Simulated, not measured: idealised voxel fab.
voxel wiring stack: a process module
cross-section cut | 250 nm wide | cells 5 nm
Cross-section layout: square cells on a grid; listed as bands, top to bottom; a band spans one or more cell rows. Heights first: top, then bottom, in nm. Then materials, left to right, each with a width in nm. "throughout" on a single material: fills the band edge to edge. "air": empty space. The reference from which all heights are counted is 0, the level beneath which the as-received wafer is entirely one material; the lowest band, having no lower bound, proceeds downward and is written after the example "0 nm and below". A width given as "30..40" starts at the first number in the band's top row and ends at the second number in its bottom row, shifting by an equal amount at every step from row to row. "same as before" after a step means that no cell of the cross-section changed. "Sealed voids" lists enclosed empty spaces (at least 8 cells, no open path upward to the top), each as width x height at distance from the left edge, in nm. Step line, after settings: the simulator's comment on this step. Regarding "overlay nm": on a step with a mask, it is the distance the mask lay to the right of its planned place; a negative value places it to the left.

**Below is the list of planned process steps**
1) op RECEIVE | material Si
2) op CONFORMAL_DEP | material SiO2 | thk nm 10
3) op CONFORMAL_DEP | material SiN | thk nm 5
4) op DIRECTIONAL_DEP | material lowk | thk nm 20
5) op DIRECTIONAL_DEP | material aC | thk nm 15
6) op PATTERN | tone open | mask id METAL_1 | material resist | width nm 25 | pitch nm 50 | thk nm 30 | overlay nm 0
7) op DIRECTIONAL_ETCH | etch materials aC | depth nm 15
8) op STRIP | etch materials resist
9) op DIRECTIONAL_ETCH | etch materials lowk | depth nm 20
10) op DIRECTIONAL_ETCH | etch materials SiN | depth nm 5
11) op STRIP | etch materials aC
12) op CONFORMAL_DEP | material TiN | thk nm 5
13) op FILL_DEP | material Cu | thk nm 5
14) op CMP | height nm 35
15) op CONFORMAL_DEP | material SiCN | thk nm 5
16) op DIRECTIONAL_DEP | material lowk | thk nm 25
17) op DIRECTIONAL_DEP | material aC | thk nm 15
18) op PATTERN | tone open | mask id METAL_2_HOLES | material resist | width nm 15 | pitch nm 100 | thk nm 35 | overlay nm 0
19) op DIRECTIONAL_ETCH | etch materials aC | depth nm 15
20) op STRIP | etch materials resist
21) op DIRECTIONAL_ETCH | etch materials lowk | depth nm 25
22) op STRIP | etch materials aC
23) op PATTERN | tone open | mask id METAL_2 | material resist | width nm 25 | pitch nm 50 | thk nm 15 | overlay nm 0
24) op DIRECTIONAL_ETCH | etch materials lowk | depth nm 15
25) op DIRECTIONAL_ETCH | etch materials SiCN | depth nm 5
26) op STRIP | etch materials resist
27) op CONFORMAL_DEP | material TiN | thk nm 5
28) op FILL_DEP | material Ru | thk nm 5
29) op CMP | height nm 65
30) op CONFORMAL_DEP | material SiCN | thk nm 5
31) op DIRECTIONAL_DEP | material lowk | thk nm 35
32) op DIRECTIONAL_DEP | material aC | thk nm 15
33) op PATTERN | tone open | mask id METAL_3 | material resist | width nm 25 | pitch nm 50 | thk nm 30 | overlay nm 0
34) op DIRECTIONAL_ETCH | etch materials aC | depth nm 15
35) op STRIP | etch materials resist
36) op DIRECTIONAL_ETCH | etch materials lowk | depth nm 20
37) op STRIP | etch materials aC
38) op MASKED_ETCH | tone open | mask id METAL_3_HOLES | width nm 15 | pitch nm 100 | etch materials lowk | depth nm 15 | overlay nm 0
39) op MASKED_ETCH | tone open | mask id METAL_3_HOLES | width nm 15 | pitch nm 100 | etch materials SiCN | depth nm 5 | overlay nm 0
40) op CONFORMAL_DEP | material TiN | thk nm 5
41) op FILL_DEP | material Cu | thk nm 10
42) op CMP | height nm 105
43) op CONFORMAL_DEP | material SiCN | thk nm 5
44) op DIRECTIONAL_DEP | material SiO2 | thk nm 35
45) op PATTERN | tone open | mask id METAL_4 | material resist | width nm 25 | pitch nm 50 | thk nm 20 | overlay nm 0
46) op DIRECTIONAL_ETCH | etch materials SiO2 | depth nm 20
47) op STRIP | etch materials resist
48) op MASKED_ETCH | tone open | mask id METAL_4_HOLES | width nm 15 | pitch nm 50 | etch materials SiO2 | depth nm 15 | overlay nm 0
49) op MASKED_ETCH | tone open | mask id METAL_4_HOLES | width nm 15 | pitch nm 50 | etch materials SiCN | depth nm 5 | overlay nm 0
50) op CONFORMAL_DEP | material TiN | thk nm 5
51) op FILL_DEP | material Cu | thk nm 10
52) op CMP | height nm 145
53) op CONFORMAL_DEP | material SiCN | thk nm 5

**The following pertains to the first of two wafers, which was processed as planned**

**Cross-section of the wafer as it came to us, i.e., already through step 1**
	0 nm and below | Si throughout
	Sealed voids: none

**Step 2 done - wafer cross-section**
	10 nm to 0 nm | SiO2 throughout
	Lower than 0, everything is as it was.

**Step 3 done - wafer cross-section**
	15 nm to 10 nm | SiN throughout
	Lower than 10, everything is as it was.

**Step 4 done - wafer cross-section**
	35 nm to 15 nm | lowk throughout
	Lower than 15, everything is as it was.

**Step 5 done - wafer cross-section**
	50 nm to 35 nm | aC throughout
	Lower than 35, everything is as it was.

**Step 6 done - wafer cross-section**
	80 nm to 50 nm | resist 35 | air 25 | resist 25 | air 25 | resist 25 | air 25 | resist 25 | air 25 | resist 40
	Lower than 50, everything is as it was.

**Step 7 done - wafer cross-section**
	65 nm to 50 nm | resist 35 | air 25 | resist 25 | air 25 | resist 25 | air 25 | resist 25 | air 25 | resist 40
	50 nm to 35 nm | aC 35 | air 25 | aC 25 | air 25 | aC 25 | air 25 | aC 25 | air 25 | aC 40
	Lower than 35, everything is as it was.

**Step 8 done - wafer cross-section**
	50 nm to 35 nm | aC 35 | air 25 | aC 25 | air 25 | aC 25 | air 25 | aC 25 | air 25 | aC 40
	Lower than 35, everything is as it was.

**Step 9 done - wafer cross-section**
	50 nm to 35 nm | aC 35 | air 25 | aC 25 | air 25 | aC 25 | air 25 | aC 25 | air 25 | aC 40
	35 nm to 15 nm | lowk 35 | air 25 | lowk 25 | air 25 | lowk 25 | air 25 | lowk 25 | air 25 | lowk 40
	Lower than 15, everything is as it was.

**Step 10 done - wafer cross-section**
	50 nm to 35 nm | aC 35 | air 25 | aC 25 | air 25 | aC 25 | air 25 | aC 25 | air 25 | aC 40
	35 nm to 15 nm | lowk 35 | air 25 | lowk 25 | air 25 | lowk 25 | air 25 | lowk 25 | air 25 | lowk 40
	15 nm to 10 nm | SiN 35 | air 25 | SiN 25 | air 25 | SiN 25 | air 25 | SiN 25 | air 25 | SiN 40
	Lower than 10, everything is as it was.

**Step 11 done - wafer cross-section**
	35 nm to 15 nm | lowk 35 | air 25 | lowk 25 | air 25 | lowk 25 | air 25 | lowk 25 | air 25 | lowk 40
	Lower than 15, everything is as it was.

**Step 12 done - wafer cross-section**
	40 nm to 35 nm | TiN 40 | air 15 | TiN 35 | air 15 | TiN 35 | air 15 | TiN 35 | air 15 | TiN 45
	35 nm to 15 nm | lowk 35 | TiN 5 | air 15 | TiN 5 | lowk 25 | TiN 5 | air 15 | TiN 5 | lowk 25 | TiN 5 | air 15 | TiN 5 | lowk 25 | TiN 5 | air 15 | TiN 5 | lowk 40
	15 nm to 10 nm | SiN 35 | TiN 25 | SiN 25 | TiN 25 | SiN 25 | TiN 25 | SiN 25 | TiN 25 | SiN 40
	Lower than 10, everything is as it was.

**Step 13 done - wafer cross-section**
	45 nm to 40 nm | Cu throughout
	40 nm to 35 nm | TiN 40 | Cu 15 | TiN 35 | Cu 15 | TiN 35 | Cu 15 | TiN 35 | Cu 15 | TiN 45
	35 nm to 15 nm | lowk 35 | TiN 5 | Cu 15 | TiN 5 | lowk 25 | TiN 5 | Cu 15 | TiN 5 | lowk 25 | TiN 5 | Cu 15 | TiN 5 | lowk 25 | TiN 5 | Cu 15 | TiN 5 | lowk 40
	Lower than 15, everything is as it was.

**Step 14 done - wafer cross-section**
	35 nm to 15 nm | lowk 35 | TiN 5 | Cu 15 | TiN 5 | lowk 25 | TiN 5 | Cu 15 | TiN 5 | lowk 25 | TiN 5 | Cu 15 | TiN 5 | lowk 25 | TiN 5 | Cu 15 | TiN 5 | lowk 40
	Lower than 15, everything is as it was.

**Step 15 done - wafer cross-section**
	40 nm to 35 nm | SiCN throughout
	Lower than 35, everything is as it was.

**Step 16 done - wafer cross-section**
	65 nm to 40 nm | lowk throughout
	Lower than 40, everything is as it was.

**Step 17 done - wafer cross-section**
	80 nm to 65 nm | aC throughout
	Lower than 65, everything is as it was.

**Step 18 done - wafer cross-section**
	115 nm to 80 nm | resist 35 | air 15 | resist 85 | air 15 | resist 100
	Lower than 80, everything is as it was.

**Step 19 done - wafer cross-section**
	100 nm to 80 nm | resist 35 | air 15 | resist 85 | air 15 | resist 100
	80 nm to 65 nm | aC 35 | air 15 | aC 85 | air 15 | aC 100
	Lower than 65, everything is as it was.

**Step 20 done - wafer cross-section**
	80 nm to 65 nm | aC 35 | air 15 | aC 85 | air 15 | aC 100
	Lower than 65, everything is as it was.

**Step 21 done - wafer cross-section**
	80 nm to 65 nm | aC 35 | air 15 | aC 85 | air 15 | aC 100
	65 nm to 40 nm | lowk 35 | air 15 | lowk 85 | air 15 | lowk 100
	Lower than 40, everything is as it was.

**Step 22 done - wafer cross-section**
	65 nm to 40 nm | lowk 35 | air 15 | lowk 85 | air 15 | lowk 100
	Lower than 40, everything is as it was.

**Step 23 done - wafer cross-section**
	80 nm to 65 nm | resist 35 | air 25 | resist 25 | air 25 | resist 25 | air 25 | resist 25 | air 25 | resist 40
	Lower than 65, everything is as it was.

**Step 24 done - wafer cross-section**
	80 nm to 65 nm | resist 35 | air 25 | resist 25 | air 25 | resist 25 | air 25 | resist 25 | air 25 | resist 40
	65 nm to 50 nm | lowk 35 | air 25 | lowk 25 | air 25 | lowk 25 | air 25 | lowk 25 | air 25 | lowk 40
	Lower than 50, everything is as it was.

**Step 25 done - wafer cross-section**
	80 nm to 65 nm | resist 35 | air 25 | resist 25 | air 25 | resist 25 | air 25 | resist 25 | air 25 | resist 40
	65 nm to 50 nm | lowk 35 | air 25 | lowk 25 | air 25 | lowk 25 | air 25 | lowk 25 | air 25 | lowk 40
	50 nm to 40 nm | lowk 35 | air 15 | lowk 85 | air 15 | lowk 100
	40 nm to 35 nm | SiCN 35 | air 15 | SiCN 85 | air 15 | SiCN 100
	Lower than 35, everything is as it was.

**Step 26 done - wafer cross-section**
	65 nm to 50 nm | lowk 35 | air 25 | lowk 25 | air 25 | lowk 25 | air 25 | lowk 25 | air 25 | lowk 40
	Lower than 50, everything is as it was.

**Step 27 done - wafer cross-section**
	70 nm to 65 nm | TiN 40 | air 15 | TiN 35 | air 15 | TiN 35 | air 15 | TiN 35 | air 15 | TiN 45
	65 nm to 55 nm | lowk 35 | TiN 5 | air 15 | TiN 5 | lowk 25 | TiN 5 | air 15 | TiN 5 | lowk 25 | TiN 5 | air 15 | TiN 5 | lowk 25 | TiN 5 | air 15 | TiN 5 | lowk 40
	55 nm to 50 nm | lowk 35 | TiN 5 | air 5 | TiN 15 | lowk 25 | TiN 25 | lowk 25 | TiN 5 | air 5 | TiN 15 | lowk 25 | TiN 25 | lowk 40
	50 nm to 40 nm | lowk 35 | TiN 5 | air 5 | TiN 5 | lowk 85 | TiN 5 | air 5 | TiN 5 | lowk 100
	40 nm to 35 nm | SiCN 35 | TiN 15 | SiCN 85 | TiN 15 | SiCN 100
	Lower than 35, everything is as it was.

**Step 28 done - wafer cross-section**
	75 nm to 70 nm | Ru throughout
	70 nm to 65 nm | TiN 40 | Ru 15 | TiN 35 | Ru 15 | TiN 35 | Ru 15 | TiN 35 | Ru 15 | TiN 45
	65 nm to 55 nm | lowk 35 | TiN 5 | Ru 15 | TiN 5 | lowk 25 | TiN 5 | Ru 15 | TiN 5 | lowk 25 | TiN 5 | Ru 15 | TiN 5 | lowk 25 | TiN 5 | Ru 15 | TiN 5 | lowk 40
	55 nm to 50 nm | lowk 35 | TiN 5 | Ru 5 | TiN 15 | lowk 25 | TiN 25 | lowk 25 | TiN 5 | Ru 5 | TiN 15 | lowk 25 | TiN 25 | lowk 40
	50 nm to 40 nm | lowk 35 | TiN 5 | Ru 5 | TiN 5 | lowk 85 | TiN 5 | Ru 5 | TiN 5 | lowk 100
	Lower than 40, everything is as it was.

**Step 29 done - wafer cross-section**
	65 nm to 55 nm | lowk 35 | TiN 5 | Ru 15 | TiN 5 | lowk 25 | TiN 5 | Ru 15 | TiN 5 | lowk 25 | TiN 5 | Ru 15 | TiN 5 | lowk 25 | TiN 5 | Ru 15 | TiN 5 | lowk 40
	Lower than 55, everything is as it was.

**Step 30 done - wafer cross-section**
	70 nm to 65 nm | SiCN throughout
	Lower than 65, everything is as it was.

**Step 31 done - wafer cross-section**
	105 nm to 70 nm | lowk throughout
	Lower than 70, everything is as it was.

**Step 32 done - wafer cross-section**
	120 nm to 105 nm | aC throughout
	Lower than 105, everything is as it was.

**Step 33 done - wafer cross-section**
	150 nm to 120 nm | resist 35 | air 25 | resist 25 | air 25 | resist 25 | air 25 | resist 25 | air 25 | resist 40
	Lower than 120, everything is as it was.

**Step 34 done - wafer cross-section**
	135 nm to 120 nm | resist 35 | air 25 | resist 25 | air 25 | resist 25 | air 25 | resist 25 | air 25 | resist 40
	120 nm to 105 nm | aC 35 | air 25 | aC 25 | air 25 | aC 25 | air 25 | aC 25 | air 25 | aC 40
	Lower than 105, everything is as it was.

**Step 35 done - wafer cross-section**
	120 nm to 105 nm | aC 35 | air 25 | aC 25 | air 25 | aC 25 | air 25 | aC 25 | air 25 | aC 40
	Lower than 105, everything is as it was.

**Step 36 done - wafer cross-section**
	120 nm to 105 nm | aC 35 | air 25 | aC 25 | air 25 | aC 25 | air 25 | aC 25 | air 25 | aC 40
	105 nm to 85 nm | lowk 35 | air 25 | lowk 25 | air 25 | lowk 25 | air 25 | lowk 25 | air 25 | lowk 40
	Lower than 85, everything is as it was.

**Step 37 done - wafer cross-section**
	105 nm to 85 nm | lowk 35 | air 25 | lowk 25 | air 25 | lowk 25 | air 25 | lowk 25 | air 25 | lowk 40
	Lower than 85, everything is as it was.

**Step 38 done - wafer cross-section**
	105 nm to 85 nm | lowk 35 | air 25 | lowk 25 | air 25 | lowk 25 | air 25 | lowk 25 | air 25 | lowk 40
	85 nm to 70 nm | lowk 35 | air 15 | lowk 85 | air 15 | lowk 100
	Lower than 70, everything is as it was.

**Step 39 done - wafer cross-section**
	105 nm to 85 nm | lowk 35 | air 25 | lowk 25 | air 25 | lowk 25 | air 25 | lowk 25 | air 25 | lowk 40
	85 nm to 70 nm | lowk 35 | air 15 | lowk 85 | air 15 | lowk 100
	70 nm to 65 nm | SiCN 35 | air 15 | SiCN 85 | air 15 | SiCN 100
	Lower than 65, everything is as it was.

**Step 40 done - wafer cross-section**
	110 nm to 105 nm | TiN 40 | air 15 | TiN 35 | air 15 | TiN 35 | air 15 | TiN 35 | air 15 | TiN 45
	105 nm to 90 nm | lowk 35 | TiN 5 | air 15 | TiN 5 | lowk 25 | TiN 5 | air 15 | TiN 5 | lowk 25 | TiN 5 | air 15 | TiN 5 | lowk 25 | TiN 5 | air 15 | TiN 5 | lowk 40
	90 nm to 85 nm | lowk 35 | TiN 5 | air 5 | TiN 15 | lowk 25 | TiN 25 | lowk 25 | TiN 5 | air 5 | TiN 15 | lowk 25 | TiN 25 | lowk 40
	85 nm to 70 nm | lowk 35 | TiN 5 | air 5 | TiN 5 | lowk 85 | TiN 5 | air 5 | TiN 5 | lowk 100
	70 nm to 65 nm | SiCN 35 | TiN 15 | SiCN 85 | TiN 15 | SiCN 100
	Lower than 65, everything is as it was.

**Step 41 done - wafer cross-section**
	120 nm to 110 nm | Cu throughout
	110 nm to 105 nm | TiN 40 | Cu 15 | TiN 35 | Cu 15 | TiN 35 | Cu 15 | TiN 35 | Cu 15 | TiN 45
	105 nm to 90 nm | lowk 35 | TiN 5 | Cu 15 | TiN 5 | lowk 25 | TiN 5 | Cu 15 | TiN 5 | lowk 25 | TiN 5 | Cu 15 | TiN 5 | lowk 25 | TiN 5 | Cu 15 | TiN 5 | lowk 40
	90 nm to 85 nm | lowk 35 | TiN 5 | Cu 5 | TiN 15 | lowk 25 | TiN 25 | lowk 25 | TiN 5 | Cu 5 | TiN 15 | lowk 25 | TiN 25 | lowk 40
	85 nm to 70 nm | lowk 35 | TiN 5 | Cu 5 | TiN 5 | lowk 85 | TiN 5 | Cu 5 | TiN 5 | lowk 100
	Lower than 70, everything is as it was.

**Step 42 done - wafer cross-section**
	105 nm to 90 nm | lowk 35 | TiN 5 | Cu 15 | TiN 5 | lowk 25 | TiN 5 | Cu 15 | TiN 5 | lowk 25 | TiN 5 | Cu 15 | TiN 5 | lowk 25 | TiN 5 | Cu 15 | TiN 5 | lowk 40
	Lower than 90, everything is as it was.

**Step 43 done - wafer cross-section**
	110 nm to 105 nm | SiCN throughout
	Lower than 105, everything is as it was.

**Step 44 done - wafer cross-section**
	145 nm to 110 nm | SiO2 throughout
	Lower than 110, everything is as it was.

**Step 45 done - wafer cross-section**
	165 nm to 145 nm | resist 35 | air 25 | resist 25 | air 25 | resist 25 | air 25 | resist 25 | air 25 | resist 40
	Lower than 145, everything is as it was.

**Step 46 done - wafer cross-section**
	165 nm to 145 nm | resist 35 | air 25 | resist 25 | air 25 | resist 25 | air 25 | resist 25 | air 25 | resist 40
	145 nm to 125 nm | SiO2 35 | air 25 | SiO2 25 | air 25 | SiO2 25 | air 25 | SiO2 25 | air 25 | SiO2 40
	Lower than 125, everything is as it was.

**Step 47 done - wafer cross-section**
	145 nm to 125 nm | SiO2 35 | air 25 | SiO2 25 | air 25 | SiO2 25 | air 25 | SiO2 25 | air 25 | SiO2 40
	Lower than 125, everything is as it was.

**Step 48 done - wafer cross-section**
	145 nm to 125 nm | SiO2 35 | air 25 | SiO2 25 | air 25 | SiO2 25 | air 25 | SiO2 25 | air 25 | SiO2 40
	125 nm to 110 nm | SiO2 35 | air 15 | SiO2 35 | air 15 | SiO2 35 | air 15 | SiO2 35 | air 15 | SiO2 50
	Lower than 110, everything is as it was.

**Step 49 done - wafer cross-section**
	145 nm to 125 nm | SiO2 35 | air 25 | SiO2 25 | air 25 | SiO2 25 | air 25 | SiO2 25 | air 25 | SiO2 40
	125 nm to 110 nm | SiO2 35 | air 15 | SiO2 35 | air 15 | SiO2 35 | air 15 | SiO2 35 | air 15 | SiO2 50
	110 nm to 105 nm | SiCN 35 | air 15 | SiCN 35 | air 15 | SiCN 35 | air 15 | SiCN 35 | air 15 | SiCN 50
	Lower than 105, everything is as it was.

**Step 50 done - wafer cross-section**
	150 nm to 145 nm | TiN 40 | air 15 | TiN 35 | air 15 | TiN 35 | air 15 | TiN 35 | air 15 | TiN 45
	145 nm to 130 nm | SiO2 35 | TiN 5 | air 15 | TiN 5 | SiO2 25 | TiN 5 | air 15 | TiN 5 | SiO2 25 | TiN 5 | air 15 | TiN 5 | SiO2 25 | TiN 5 | air 15 | TiN 5 | SiO2 40
	130 nm to 125 nm | SiO2 35 | TiN 5 | air 5 | TiN 15 | SiO2 25 | TiN 5 | air 5 | TiN 15 | SiO2 25 | TiN 5 | air 5 | TiN 15 | SiO2 25 | TiN 5 | air 5 | TiN 15 | SiO2 40
	125 nm to 110 nm | SiO2 35 | TiN 5 | air 5 | TiN 5 | SiO2 35 | TiN 5 | air 5 | TiN 5 | SiO2 35 | TiN 5 | air 5 | TiN 5 | SiO2 35 | TiN 5 | air 5 | TiN 5 | SiO2 50
	110 nm to 105 nm | SiCN 35 | TiN 15 | SiCN 35 | TiN 15 | SiCN 35 | TiN 15 | SiCN 35 | TiN 15 | SiCN 50
	Lower than 105, everything is as it was.

**Step 51 done - wafer cross-section**
	160 nm to 150 nm | Cu throughout
	150 nm to 145 nm | TiN 40 | Cu 15 | TiN 35 | Cu 15 | TiN 35 | Cu 15 | TiN 35 | Cu 15 | TiN 45
	145 nm to 130 nm | SiO2 35 | TiN 5 | Cu 15 | TiN 5 | SiO2 25 | TiN 5 | Cu 15 | TiN 5 | SiO2 25 | TiN 5 | Cu 15 | TiN 5 | SiO2 25 | TiN 5 | Cu 15 | TiN 5 | SiO2 40
	130 nm to 125 nm | SiO2 35 | TiN 5 | Cu 5 | TiN 15 | SiO2 25 | TiN 5 | Cu 5 | TiN 15 | SiO2 25 | TiN 5 | Cu 5 | TiN 15 | SiO2 25 | TiN 5 | Cu 5 | TiN 15 | SiO2 40
	125 nm to 110 nm | SiO2 35 | TiN 5 | Cu 5 | TiN 5 | SiO2 35 | TiN 5 | Cu 5 | TiN 5 | SiO2 35 | TiN 5 | Cu 5 | TiN 5 | SiO2 35 | TiN 5 | Cu 5 | TiN 5 | SiO2 50
	Lower than 110, everything is as it was.

**Step 52 done - wafer cross-section**
	145 nm to 130 nm | SiO2 35 | TiN 5 | Cu 15 | TiN 5 | SiO2 25 | TiN 5 | Cu 15 | TiN 5 | SiO2 25 | TiN 5 | Cu 15 | TiN 5 | SiO2 25 | TiN 5 | Cu 15 | TiN 5 | SiO2 40
	Lower than 130, everything is as it was.

**Step 53 done - wafer cross-section**
	150 nm to 145 nm | SiCN throughout
	Lower than 145, everything is as it was.

**Companion wafer, the second of two: same beginning, same intended sequence, one mistake in carrying it out; through step 51 inclusive it tracks the first exactly**

X-section, second wafer, when step 52 was due to finish: same as before

**X-section, second wafer, when step 53 was due to finish**
	165 nm to 160 nm | SiCN throughout
	Lower than 160, everything is as it was.
Against the plan, the run slipped here: step 52 of the plan: omitted, not performed
Final cells, second wafer relative to first, materials higher or lower: Cu +112 | TiN +38
